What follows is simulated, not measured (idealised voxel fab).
Herein follows the process module entitled voxel spacer lines.
Each square cell in cross-section cut measures 5 nm, and the section as a whole is 200 nm wide.
If you're reading a cross-section in this doc, picture square cells in a grid; it comes to you as bands, top ones listed first down to the bottom, and a band can be one or more rows of cells.
What a band's entry tells you: where the top is and where the bottom is, as heights in nm, and after that what lies inside, material by material from left to right, each with its width in nm. Empty space is written as the word "empty", and a single material marked with the word "everywhere" occupies the band from edge to edge.
All heights in this document are referenced to 0, defined as the level beneath which the wafer, as received, consists entirely of one material. The lowest band is not bounded below; it extends indefinitely downward and is written in the form "top 0, no bottom".
A width such as "30..40" changes by the same amount from each row of cells to the next, from the band's top row to its bottom row.
What does "stayed the same" mean for a step? It means no cell of the cross-section changed in that step.
Voids not open to the top, 8 cells minimum: see "Entrapped void list". Written width x height at distance; distance is from the left edge; nm.
The remark found on a step's line after its settings is issued by the simulator itself and pertains to that step.
The "overlay nm" setting may appear on a step's line; for a step that uses a mask, it gives how far to the right of its planned position the mask lay, and a negative value indicates the left.

-- Set out below are the planned steps of the process
- 1: RECEIVE | material Si
- 2: CONFORMAL_DEP | material Al2O3 | thk nm 5
- 3: DIRECTIONAL_DEP | material TiN | thk nm 20
- 4: DIRECTIONAL_DEP | material polySi | thk nm 20
- 5: PATTERN | tone cover | mask id MANDREL | material resist | width nm 20 | pitch nm 70 | thk nm 25 | overlay nm 0
- 6: DIRECTIONAL_ETCH | etch materials polySi | depth nm 20
- 7: STRIP | etch materials resist
- 8: CONFORMAL_DEP | material SiO2 | thk nm 15
- 9: DIRECTIONAL_ETCH | etch materials SiO2 | depth nm 15
- 10: STRIP | etch materials polySi
- 11: DIRECTIONAL_ETCH | etch materials TiN | depth nm 20
- 12: STRIP | etch materials SiO2

-- Cross-section of the incoming wafer, state after step 1
* top 0, no bottom: Si everywhere
* Entrapped void list: none

-- First wafer of two, sectioned at end of module; run went per plan
* top 25, bottom 5: empty=40 / TiN=15 / empty=20 / TiN=15 / empty=20 / TiN=15 / empty=20 / TiN=15 / empty=40
* top 5, bottom 0: Al2O3 everywhere
* top 0, no bottom: Si everywhere
* Entrapped void list: none

-- Second wafer cross-section at end of module - shared start and plan with the first, one mistake in the run
* top 25, bottom 5: empty=30 / TiN=15 / empty=20 / TiN=15 / empty=20 / TiN=15 / empty=20 / TiN=15 / empty=50
* top 5, bottom 0: Al2O3 everywhere
* top 0, no bottom: Si everywhere
* Entrapped void list: none
What was done differently from what was planned? off-plan run, step 5, actual operation and settings PATTERN | tone cover | mask id MANDREL | material resist | width nm 20 | pitch nm 70 | thk nm 25 | overlay nm -10
At the end, the second wafer has the same number of cells of each material as the first, but those cells sit in other places.
